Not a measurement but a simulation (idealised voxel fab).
Presented below is a process module, voxel transistor to metal.
Cross-sectional view cut (width: 260 nm; square cell size: 5 nm).
Cross-sections here: square-cell grids, written as top-down lists of bands, a band being one or more rows of cells.
Top height, bottom height, nm. Materials left to right, width each, nm. Single material + "edge to edge" = fills band edge to edge. "empty" = empty.
Height 0 is the level under which the wafer as received is all one material. The lowest band goes on downwards, as in "z 0 and below".
So if you see something like "30 to 40" for the width, read it as the top row of the band sitting at the first number and the bottom row at the second, with every row in between moving by the same amount as the last.
"same as before" (step): cross-section cells unchanged, all of them.
Listed in "Sealed void inventory": every empty space of 8 or more cells without an open way to the top. Form: width x height at distance, the distance being from the left edge, all in nm.
Post-settings text on a step line: simulator's own remark regarding the step.
What "overlay nm" on a step's line means: if the step has a mask, that mask lay this far to the right of its planned place, or, when the value is negative, to the left.
plan
| 1 | RECEIVE, material Si |
| 2 | CONFORMAL_DEP, material SiO2, thk nm 5 |
| 3 | CONFORMAL_DEP, material SiN, thk nm 10 |
| 4 | DIRECTIONAL_DEP, material aC, thk nm 10 |
| 5 | PATTERN, tone cover, mask id ACTIVE, material resist, width nm 100, pitch nm 130, thk nm 30, overlay nm 0 |
| 6 | DIRECTIONAL_ETCH, etch materials aC, depth nm 10 |
| 7 | STRIP, etch materials resist |
| 8 | DIRECTIONAL_ETCH, etch materials SiN, depth nm 10 |
| 9 | DIRECTIONAL_ETCH, etch materials SiO2, depth nm 5 |
| 10 | DIRECTIONAL_ETCH, etch materials Si, depth nm 25 |
| 11 | STRIP, etch materials aC |
| 12 | OXIDIZE, depth nm 5 |
| 13 | FILL_DEP, material SiO2, thk nm 5 |
| 14 | CMP, height nm 15 |
| 15 | SELECTIVE_ETCH, etch materials SiO2, depth nm 10 |
| 16 | STRIP, etch materials SiN |
| 17 | SELECTIVE_ETCH, etch materials SiO2, depth nm 5 |
| 18 | OXIDIZE, depth nm 5 |
| 19 | DIRECTIONAL_DEP, material polySi, thk nm 30 |
| 20 | DIRECTIONAL_DEP, material SiCN, thk nm 15 |
| 21 | PATTERN, tone cover, mask id GATE, material resist, width nm 20, pitch nm 130, thk nm 15, overlay nm 0 |
| 22 | DIRECTIONAL_ETCH, etch materials SiCN, depth nm 25 |
| 23 | DIRECTIONAL_ETCH, etch materials polySi, depth nm 40 |
| 24 | STRIP, etch materials resist |
| 25 | CONFORMAL_DEP, material SiO2, thk nm 5 |
| 26 | DIRECTIONAL_ETCH, etch materials SiO2, depth nm 5 |
| 27 | CONFORMAL_DEP, material SiN, thk nm 10 |
| 28 | DIRECTIONAL_ETCH, etch materials SiN, depth nm 10 |
| 29 | DIRECTIONAL_ETCH, etch materials SiO2, depth nm 5 |
| 30 | DIRECTIONAL_ETCH, etch materials Si, depth nm 15 |
| 31 | EPI, material pSi, thk nm 20 |
| 32 | FILL_DEP, material SiO2, thk nm 10 |
| 33 | CMP, height nm 45 |
| 34 | DIRECTIONAL_DEP, material SiO2, thk nm 10 |
| 35 | PATTERN, tone open, mask id CONTACT, material resist, width nm 15, pitch nm 65, thk nm 15, overlay nm 0 |
| 36 | DIRECTIONAL_ETCH, etch materials SiO2, depth nm 40 |
| 37 | STRIP, etch materials resist |
| 38 | CONFORMAL_DEP, material TiN, thk nm 5 |
| 39 | FILL_DEP, material Ru, thk nm 5 |
| 40 | CMP, height nm 55 |
| 41 | CONFORMAL_DEP, material SiCN, thk nm 5 |
| 42 | DIRECTIONAL_DEP, material lowk, thk nm 15 |
| 43 | DIRECTIONAL_DEP, material aC, thk nm 15 |
| 44 | PATTERN, tone open, mask id METAL_1, material resist, width nm 15, pitch nm 65, thk nm 30, overlay nm 0 |
| 45 | DIRECTIONAL_ETCH, etch materials aC, depth nm 15 |
| 46 | STRIP, etch materials resist |
| 47 | DIRECTIONAL_ETCH, etch materials lowk, depth nm 15 |
| 48 | DIRECTIONAL_ETCH, etch materials SiCN, depth nm 5 |
| 49 | STRIP, etch materials aC |
| 50 | CONFORMAL_DEP, material TiN, thk nm 5 |
| 51 | FILL_DEP, material W, thk nm 10 |
| 52 | CMP, height nm 75 |
| 53 | EPI, material Ru, thk nm 5 |
| 54 | FILL_DEP, material SiCN, thk nm 5 |
This is the cross-section of the wafer as we received it, i.e. after step 1
    z 0 and below  Si edge to edge
    Sealed void inventory: none
Looking at the first of two wafers in cross-section at end of module - ran to plan
    z 85 to 80  SiCN edge to edge
    z 80 to 75  SiCN=20  Ru=25  SiCN=40  Ru=25  SiCN=40  Ru=25  SiCN=40  Ru=25  SiCN=20
    z 75 to 60  lowk=25  TiN=5  W=5  TiN=5  lowk=50  TiN=5  W=5  TiN=5  lowk=50  TiN=5  W=5  TiN=5  lowk=50  TiN=5  W=5  TiN=5  lowk=25
    z 60 to 55  SiCN=25  TiN=15  SiCN=50  TiN=15  SiCN=50  TiN=15  SiCN=50  TiN=15  SiCN=25
    z 55 to 45  SiO2=25  TiN=5  Ru=5  TiN=5  SiO2=50  TiN=5  Ru=5  TiN=5  SiO2=50  TiN=5  Ru=5  TiN=5  SiO2=50  TiN=5  Ru=5  TiN=5  SiO2=25
    z 45 to 30  SiO2=25  TiN=5  Ru=5  TiN=5  SiN=10  SiO2=5  SiCN=20  SiO2=5  SiN=10  TiN=5  Ru=5  TiN=5  SiO2=50  TiN=5  Ru=5  TiN=5  SiN=10  SiO2=5  SiCN=20  SiO2=5  SiN=10  TiN=5  Ru=5  TiN=5  SiO2=25
    z 30 to 20  SiO2=25  TiN=5  Ru=5  TiN=5  SiN=10  SiO2=5  polySi=20  SiO2=5  SiN=10  TiN=5  Ru=5  TiN=5  SiO2=50  TiN=5  Ru=5  TiN=5  SiN=10  SiO2=5  polySi=20  SiO2=5  SiN=10  TiN=5  Ru=5  TiN=5  SiO2=25
    z 20 to 15  SiO2=25  TiN=15  SiN=10  SiO2=5  polySi=20  SiO2=5  SiN=10  TiN=15  SiO2=50  TiN=15  SiN=10  SiO2=5  polySi=20  SiO2=5  SiN=10  TiN=15  SiO2=25
    z 15 to 0  SiO2=20  pSi=20  SiN=10  SiO2=5  polySi=20  SiO2=5  SiN=10  pSi=20  SiO2=40  pSi=20  SiN=10  SiO2=5  polySi=20  SiO2=5  SiN=10  pSi=20  SiO2=20
    z 0 to -5  SiO2=15  pSi=25  SiO2=50  pSi=25  SiO2=30  pSi=25  SiO2=50  pSi=25  SiO2=15
    z -5 to -20  SiO2=20  pSi=20  Si=50  pSi=20  SiO2=40  pSi=20  Si=50  pSi=20  SiO2=20
    z -20 to -30  SiO2=20  Si=90  SiO2=40  Si=90  SiO2=20
    z -30 and below  Si edge to edge
    Sealed void inventory: none
Cross-sectional view of the second of two wafers upon completion of the module. This wafer shared its starting condition and process plan with the first; one error was made during its execution
    z 85 to 80  SiCN edge to edge
    z 80 to 75  SiCN=20  Ru=25  SiCN=40  Ru=25  SiCN=40  Ru=25  SiCN=40  Ru=25  SiCN=20
    z 75 to 60  lowk=25  TiN=5  W=5  TiN=5  lowk=50  TiN=5  W=5  TiN=5  lowk=50  TiN=5  W=5  TiN=5  lowk=50  TiN=5  W=5  TiN=5  lowk=25
    z 60 to 55  SiCN=25  TiN=15  SiCN=50  TiN=15  SiCN=50  TiN=15  SiCN=50  TiN=15  SiCN=25
    z 55 to 35  SiO2=25  TiN=5  Ru=5  TiN=5  SiO2=50  TiN=5  Ru=5  TiN=5  SiO2=50  TiN=5  Ru=5  TiN=5  SiO2=50  TiN=5  Ru=5  TiN=5  SiO2=25
    z 35 to 30  SiO2=25  TiN=5  Ru=5  TiN=5  SiN=10  SiO2=5  SiCN=20  SiO2=5  SiN=10  TiN=5  Ru=5  TiN=5  SiO2=50  TiN=5  Ru=5  TiN=5  SiN=10  SiO2=5  SiCN=20  SiO2=5  SiN=10  TiN=5  Ru=5  TiN=5  SiO2=25
    z 30 to 20  SiO2=25  TiN=5  Ru=5  TiN=5  SiN=10  SiO2=5  polySi=20  SiO2=5  SiN=10  TiN=5  Ru=5  TiN=5  SiO2=50  TiN=5  Ru=5  TiN=5  SiN=10  SiO2=5  polySi=20  SiO2=5  SiN=10  TiN=5  Ru=5  TiN=5  SiO2=25
    z 20 to 15  SiO2=25  TiN=15  SiN=10  SiO2=5  polySi=20  SiO2=5  SiN=10  TiN=15  SiO2=50  TiN=15  SiN=10  SiO2=5  polySi=20  SiO2=5  SiN=10  TiN=15  SiO2=25
    z 15 to 0  SiO2=20  pSi=20  SiN=10  SiO2=5  polySi=20  SiO2=5  SiN=10  pSi=20  SiO2=40  pSi=20  SiN=10  SiO2=5  polySi=20  SiO2=5  SiN=10  pSi=20  SiO2=20
    z 0 to -5  SiO2=15  pSi=25  SiO2=50  pSi=25  SiO2=30  pSi=25  SiO2=50  pSi=25  SiO2=15
    z -5 to -20  SiO2=20  pSi=20  Si=50  pSi=20  SiO2=40  pSi=20  Si=50  pSi=20  SiO2=20
    z -20 to -30  SiO2=20  Si=90  SiO2=40  Si=90  SiO2=20
    z -30 and below  Si edge to edge
    Sealed void inventory: none
What went wrong in running the wafer? step 20 ran differently from the plan; actual operation with settings: DIRECTIONAL_DEP, material SiCN, thk nm 5
The closing comparison, in cells, has the second wafer with more or fewer of some materials than the first: SiCN -16, SiN -16, SiO2 +32
